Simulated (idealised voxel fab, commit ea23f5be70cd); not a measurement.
process module | voxel air gaps
cross-section cut | 205 nm wide | cells 5 nm
A cross-section is a grid of square cells, given in bands from the top down. A band is one or more rows of cells.
Each band's line starts with the height of the band's top and of its bottom, in nm. Then come its materials from left to right, each with its width in nm. One material with "throughout" fills the band from edge to edge. "air" is empty space.
Height 0 is the level under which the wafer as received is all one material. The lowest band goes on downwards, as in "0 down".
A width such as "30 to 40" changes by the same amount from each row of cells to the next, from the band's top row to its bottom row.
"no change" after a step means that no cell of the cross-section changed.
closed voids: empty space of 8 cells or more with no open way to the top, each as width x height at its distance from the left edge, in nm
after a step's settings: what the simulator itself notes on the step
overlay nm, on a step with a mask: how far to the right of its planned place the mask lay; to the left if negative
plan
1 op RECEIVE | material Si
2 op CONFORMAL_DEP | material SiO2 | thk nm 10
3 op CONFORMAL_DEP | material SiN | thk nm 5
4 op DIRECTIONAL_DEP | material lowk | thk nm 35
5 op PATTERN | tone open | mask id LINES | material resist | width nm 20 | pitch nm 50 | thk nm 20 | overlay nm 0
6 op DIRECTIONAL_ETCH | etch materials lowk | depth nm 35
7 op STRIP | etch materials resist
8 op CONFORMAL_DEP | material TiN | thk nm 5
9 op FILL_DEP | material Cu | thk nm 10
10 op CMP | height nm 50
11 op EPI | material Ru | thk nm 10
12 op SELECTIVE_ETCH | etch materials lowk | depth nm 45
13 op CONFORMAL_DEP | material SiCN | thk nm 5
as received, after step 1
  0 down: Si throughout
  closed voids: none
a wafer at the end: this start, this plan, one mistake
  65 to 60: SiCN throughout
  60 to 50: Ru throughout
  50 to 20: Cu 35 | TiN 5 | lowk 20 | TiN 5 | Cu 20 | TiN 5 | lowk 20 | TiN 5 | Cu 20 | TiN 5 | lowk 20 | TiN 5 | Cu 40
  20 to 15: TiN 40 | lowk 20 | TiN 30 | lowk 20 | TiN 30 | lowk 20 | TiN 45
  15 to 10: SiN throughout
  10 to 0: SiO2 throughout
  0 down: Si throughout
  closed voids: none
what went wrong: step 5 ran as: op PATTERN | tone cover | mask id LINES | material resist | width nm 20 | pitch nm 50 | thk nm 20 | overlay nm 0
